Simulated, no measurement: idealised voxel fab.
Process module under the name voxel air gaps
It is cross-section cut that appears here, measuring 175 nm in width, its square cells being 5 nm in size.
Think of the cross-section as a grid of square cells. We describe it in bands, top to bottom, and each band covers one or more rows of those cells. Basically the band line says how high the top is and how high the bottom is, in nm, and then what's in it from left to right, every material with its width in nm. Empty space shows up as "empty", and if a single material carries "all across" it runs the full band edge to edge. Heights from 0 (as-received wafer is one material below). Bottom band endless downward, as "0 nm and below". Graded width ("30 to 40"): value in top row of band = first number; value in bottom row = second number; row-to-row change constant. "no modification" means the step left every cell of the cross-section as it was. "Sealed void listing" means: voids of 8 cells or more that are shut off from the top with no open way through. Written width x height at distance, distance from the left edge, in nm. The remark found on a step's line after its settings is issued by the simulator itself and pertains to that step. "overlay nm" answers the question of how far to the right of plan the mask lay on a step that has a mask, and when it is negative the answer is to the left.

[Here's what the planned process steps look like]
- 1: RECEIVE [material Si]
- 2: CONFORMAL_DEP [material SiO2] [thk nm 10]
- 3: CONFORMAL_DEP [material SiN] [thk nm 5]
- 4: DIRECTIONAL_DEP [material SiO2] [thk nm 35]
- 5: DIRECTIONAL_DEP [material aC] [thk nm 15]
- 6: PATTERN [tone open] [mask id LINES] [material resist] [width nm 25] [pitch nm 50] [thk nm 30] [overlay nm 0]
- 7: DIRECTIONAL_ETCH [etch materials aC] [depth nm 15]
- 8: STRIP [etch materials resist]
- 9: DIRECTIONAL_ETCH [etch materials SiO2] [depth nm 35]
- 10: STRIP [etch materials aC]
- 11: CONFORMAL_DEP [material TiN] [thk nm 5]
- 12: FILL_DEP [material Cu] [thk nm 5]
- 13: CMP [height nm 50]
- 14: EPI [material Ru] [thk nm 10]
- 15: SELECTIVE_ETCH [etch materials SiO2] [depth nm 45]
- 16: CONFORMAL_DEP [material SiN] [thk nm 5]

[The cross-section here shows the wafer as received, i.e. in its state after step 1]
* 0 nm and below = Si all across
* Sealed void listing: none

[Module complete - cross-section of the first of two wafers, run according to plan]
* 65 nm to 60 nm = 10 of empty  155 of SiN  10 of empty
* 60 nm to 50 nm = 10 of empty  5 of SiN  45 of Ru  5 of SiN  45 of Ru  5 of SiN  45 of Ru  5 of SiN  10 of empty
* 50 nm to 45 nm = 10 of empty  15 of SiN  5 of TiN  15 of Cu  5 of TiN  25 of SiN  5 of TiN  15 of Cu  5 of TiN  25 of SiN  5 of TiN  15 of Cu  5 of TiN  15 of SiN  10 of empty
* 45 nm to 20 nm = 20 of empty  5 of SiN  5 of TiN  15 of Cu  5 of TiN  5 of SiN  15 of empty  5 of SiN  5 of TiN  15 of Cu  5 of TiN  5 of SiN  15 of empty  5 of SiN  5 of TiN  15 of Cu  5 of TiN  5 of SiN  20 of empty
* 20 nm to 15 nm = 25 of SiN  25 of TiN  25 of SiN  25 of TiN  25 of SiN  25 of TiN  25 of SiN
* 15 nm to 10 nm = SiN all across
* 10 nm to 0 nm = SiO2 all across
* 0 nm and below = Si all across
* Sealed void listing: 15 x 25 at 55; 15 x 25 at 105

[Cross-section, wafer two of two, end of module: same start and plan as wafer one, one error in execution]
* 75 nm to 70 nm = SiN all across
* 70 nm to 50 nm = 5 of SiN  165 of Ru  5 of SiN
* 50 nm to 45 nm = 25 of SiN  5 of TiN  15 of Cu  5 of TiN  25 of SiO2  5 of TiN  15 of Cu  5 of TiN  25 of SiO2  5 of TiN  15 of Cu  5 of TiN  25 of SiN
* 45 nm to 20 nm = 20 of empty  5 of SiN  5 of TiN  15 of Cu  5 of TiN  25 of SiO2  5 of TiN  15 of Cu  5 of TiN  25 of SiO2  5 of TiN  15 of Cu  5 of TiN  5 of SiN  20 of empty
* 20 nm to 15 nm = 25 of SiN  25 of TiN  25 of SiO2  25 of TiN  25 of SiO2  25 of TiN  25 of SiN
* 15 nm to 10 nm = SiN all across
* 10 nm to 0 nm = SiO2 all across
* 0 nm and below = Si all across
* Sealed void listing: 20 x 25 at 0; 20 x 25 at 155
Finding, execution versus plan: step 14 of the plan was twice carried out
The second wafer ends with more or fewer cells of some materials than the first, per final count: 78 more of Ru | 32 fewer of SiN | 70 more of SiO2
